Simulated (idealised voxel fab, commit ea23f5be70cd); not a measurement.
Herein follows the process module entitled voxel released beams.
cross-section cut | 200 nm wide | cells 5 nm
Just so we're on the same page, the cross-sections are grids of square cells, and they're listed out in bands top to bottom, each band one or more rows deep. The entry gives the band's vertical extent as a top height and a bottom height in nm, then its horizontal make-up as materials from left to right, each with a width in nm. "blank" stands for empty space; a single material marked "edge to edge" fills the band edge to edge. Note: height 0 marks the level under which the wafer is uniformly one material as received. Lowest band unbounded below, written "z 0 and below". When a width is written as two numbers, as in "30 to 40", the first number is the width in the top row of cells of the band and the second is the width in its bottom row, and the width changes by the same amount from each row to the next. Take "nothing altered" at face value: in the step it is given for, the cross-section changed in none of its cells. Closed void entries: empty space of 8 cells or more with no open way to the top, each as width x height at its distance from the left edge, in nm. Read whatever lies past the settings on a step's line as the simulator's own remark about the step. Each step line may optionally specify "overlay nm", which for a step with a mask gives the rightward distance between the mask's planned place and where it lay, a negative value indicating the leftward direction.

Listed below are the process steps as planned
1 RECEIVE [material Si]
2 CONFORMAL_DEP [material SiN] [thk nm 10]
3 DIRECTIONAL_DEP [material SiO2] [thk nm 10]
4 MASKED_ETCH [tone open] [mask id ANCHOR] [width nm 30] [etch materials SiO2] [depth nm 10] [overlay nm 0]
5 CONFORMAL_DEP [material W] [thk nm 10]
6 DIRECTIONAL_DEP [material aC] [thk nm 15]
7 PATTERN [tone cover] [mask id BEAM] [material resist] [width nm 90] [thk nm 35] [overlay nm 0]
8 DIRECTIONAL_ETCH [etch materials aC] [depth nm 15]
9 STRIP [etch materials resist]
10 DIRECTIONAL_ETCH [etch materials W] [depth nm 10]
11 STRIP [etch materials aC]
12 STRIP [etch materials SiO2]

Cross-section, incoming material, after step 1
	z 0 and below: Si edge to edge
	Closed void entries: none

Starting structure and process plan are as shown above, but one mistake was made in running the module; the wafer cross-section at the end of the module follows
	z 30 to 20: 50 blank / 90 W / 60 blank
	z 20 to 0: SiN edge to edge
	z 0 and below: Si edge to edge
	Closed void entries: none
Where did the run depart from the plan? step 3 was processed under conditions differing from the plan, specifically as DIRECTIONAL_DEP [material SiN] [thk nm 10]
